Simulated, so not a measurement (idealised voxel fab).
Documented hereafter: the process module known as voxel self aligned contacts.
This is section cut - it's 225 nm across, gridded in 5 nm square cells.
Throughout this document, each cross-section is represented as a grid of square cells and is presented as a sequence of bands enumerated from the top downward, where a band comprises one or more rows of cells.
Within each band entry, the heights of the top and of the bottom of the band appear first, in that order and in nm; the materials of the band then follow from left to right, each with its corresponding width in nm. The designation "throughout" on a single material indicates that it fills the band from edge to edge; the designation "air" indicates empty space.
Beneath 0, the wafer as received is one material, and that level is where height counting begins. The lowest band goes on downward without a bottom; it is written like "from 0 down".
A two-number width, for instance "30->40", indicates that the width is equal to the first number in the top row of the band and to the second number in the bottom row, and that it changes by a constant amount per row of cells.
The cross-section has no changed cell in any step marked "changes: none".
If an empty space has no open way to the top and is at least 8 cells in size, "Enclosed void entries" lists it, written width x height at distance, where distance is measured from the left edge and every value is in nm.
Read whatever lies past the settings on a step's line as the simulator's own remark about the step.
overlay nm: for a step with a mask, the amount by which the mask lay right of where it was planned; a negative amount means left of it.

Process steps (planned)
1. RECEIVE | material Si
2. CONFORMAL_DEP | material SiO2 | thk nm 5
3. DIRECTIONAL_DEP | material polySi | thk nm 20
4. DIRECTIONAL_DEP | material SiN | thk nm 20
5. PATTERN | tone cover | mask id GATE | material resist | width nm 35 | pitch nm 65 | thk nm 15 | overlay nm 0
6. DIRECTIONAL_ETCH | etch materials SiN | depth nm 20
7. DIRECTIONAL_ETCH | etch materials polySi | depth nm 20
8. STRIP | etch materials resist
9. CONFORMAL_DEP | material SiN | thk nm 5
10. DIRECTIONAL_ETCH | etch materials SiN | depth nm 5
11. FILL_DEP | material SiO2 | thk nm 15
12. CMP | height nm 50
13. PATTERN | tone open | mask id CONTACT | material resist | width nm 40 | thk nm 15 | overlay nm 0
14. DIRECTIONAL_ETCH | etch materials SiO2 | depth nm 50
15. STRIP | etch materials resist
16. CONFORMAL_DEP | material TiN | thk nm 5
17. FILL_DEP | material Ru | thk nm 10
18. CMP | height nm 50
19. CONFORMAL_DEP | material SiCN | thk nm 5

Wafer cross-section on receipt, i.e. after step 1
    from 0 down | Si throughout
    Enclosed void entries: none

One mistake in running the module, otherwise start and plan as above: cross-section at the end
    from 55 to 50 | SiCN throughout
    from 50 to 45 | SiO2 90 / TiN 15 / Ru 10 / TiN 15 / SiO2 95
    from 45 to 30 | SiO2 55 / SiN 45 / TiN 5 / Ru 10 / TiN 5 / SiN 45 / SiO2 60
    from 30 to 25 | SiO2 55 / SiN 45 / TiN 20 / SiN 45 / SiO2 60
    from 25 to 5 | TiN throughout
    from 5 to 0 | SiO2 throughout
    from 0 down | Si throughout
    Enclosed void entries: none
what went wrong: contrary to plan, step 3 was performed as DIRECTIONAL_DEP | material TiN | thk nm 20
